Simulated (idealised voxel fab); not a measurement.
Process module name: voxel self aligned vias
For reference, the cross-section in this document is cut, with width 140 nm and square cells of 5 nm.
Format of a cross-section: grid, square cells. Given as bands. Order: top down. Band: one or more rows of cells.
Basically the band line says how high the top is and how high the bottom is, in nm, and then what's in it from left to right, every material with its width in nm. Empty space shows up as "blank", and if a single material carries "edge to edge" it runs the full band edge to edge.
Counting heights begins at 0, where everything beneath is, in the wafer as received, one material. The lowest band has no bottom; it goes on downwards, as "0 down" shows.
You'd read "30->40" like this: the band's top row of cells is as wide as the first number, its bottom row is as wide as the second, and going down, every row changes width by the same amount as the row before did.
When a step is marked "same as before", none of the cells in the cross-section changed during that step.
The entry titled "Sealed internal voids" provides the empty spaces that have no open way to the top, restricted to those of 8 cells or more. Each is presented as width x height at distance, the distance being measured from the left edge, with all three in nm.
Step line, after settings: the simulator's comment on this step.
overlay nm: mask right of planned place by this much (step with mask). Neg. = left.
Below is the list of planned process steps
- 1: op RECEIVE | material Si
- 2: op CONFORMAL_DEP | material SiO2 | thk nm 10
- 3: op CONFORMAL_DEP | material SiCN | thk nm 5
- 4: op DIRECTIONAL_DEP | material lowk | thk nm 30
- 5: op PATTERN | tone open | mask id LINES | material resist | width nm 20 | pitch nm 45 | thk nm 20 | overlay nm 0
- 6: op DIRECTIONAL_ETCH | etch materials lowk | depth nm 30
- 7: op STRIP | etch materials resist
- 8: op CONFORMAL_DEP | material TiN | thk nm 5
- 9: op FILL_DEP | material W | thk nm 10
- 10: op CMP | height nm 45
- 11: op SELECTIVE_ETCH | etch materials W Ru TiN | depth nm 10
- 12: op FILL_DEP | material SiN | thk nm 5
- 13: op CMP | height nm 45
- 14: op DIRECTIONAL_DEP | material lowk | thk nm 20
- 15: op DIRECTIONAL_DEP | material aC | thk nm 10
- 16: op PATTERN | tone open | mask id VIAS | material resist | width nm 30 | pitch nm 45 | thk nm 25 | overlay nm 0
- 17: op DIRECTIONAL_ETCH | etch materials aC | depth nm 10
- 18: op STRIP | etch materials resist
- 19: op DIRECTIONAL_ETCH | etch materials lowk | depth nm 20
- 20: op DIRECTIONAL_ETCH | etch materials SiN | depth nm 10
- 21: op STRIP | etch materials aC
- 22: op CONFORMAL_DEP | material TiN | thk nm 5
- 23: op FILL_DEP | material Cu | thk nm 10
- 24: op CMP | height nm 65
- 25: op CONFORMAL_DEP | material SiCN | thk nm 5
Received-state cross-section, reflecting completion of step 1
	0 down  Si edge to edge
	Sealed internal voids: none
End-of-module cross-section. Starting structure and process plan as above; one mistake made in running it
	85 to 80  SiCN edge to edge
	80 to 70  Cu edge to edge
	70 to 65  TiN 35  Cu 20  TiN 25  Cu 20  TiN 40
	65 to 50  lowk 30  TiN 5  Cu 20  TiN 5  lowk 15  TiN 5  Cu 20  TiN 5  lowk 35
	50 to 40  lowk 30->35  TiN 10->5  Cu 10  TiN 10->5  lowk 15->25  TiN 10->5  Cu 10  TiN 10->5  lowk 35->40
	40 to 35  lowk 35  TiN 20  lowk 25  TiN 20  lowk 40
	35 to 20  lowk 35  TiN 5  W 10  TiN 5  lowk 25  TiN 5  W 10  TiN 5  lowk 40
	20 to 15  lowk 35  TiN 20  lowk 25  TiN 20  lowk 40
	15 to 10  SiCN edge to edge
	10 to 0  SiO2 edge to edge
	0 down  Si edge to edge
	Sealed internal voids: none
Misprocessing identified: not run: step 24 of the plan (skipped)
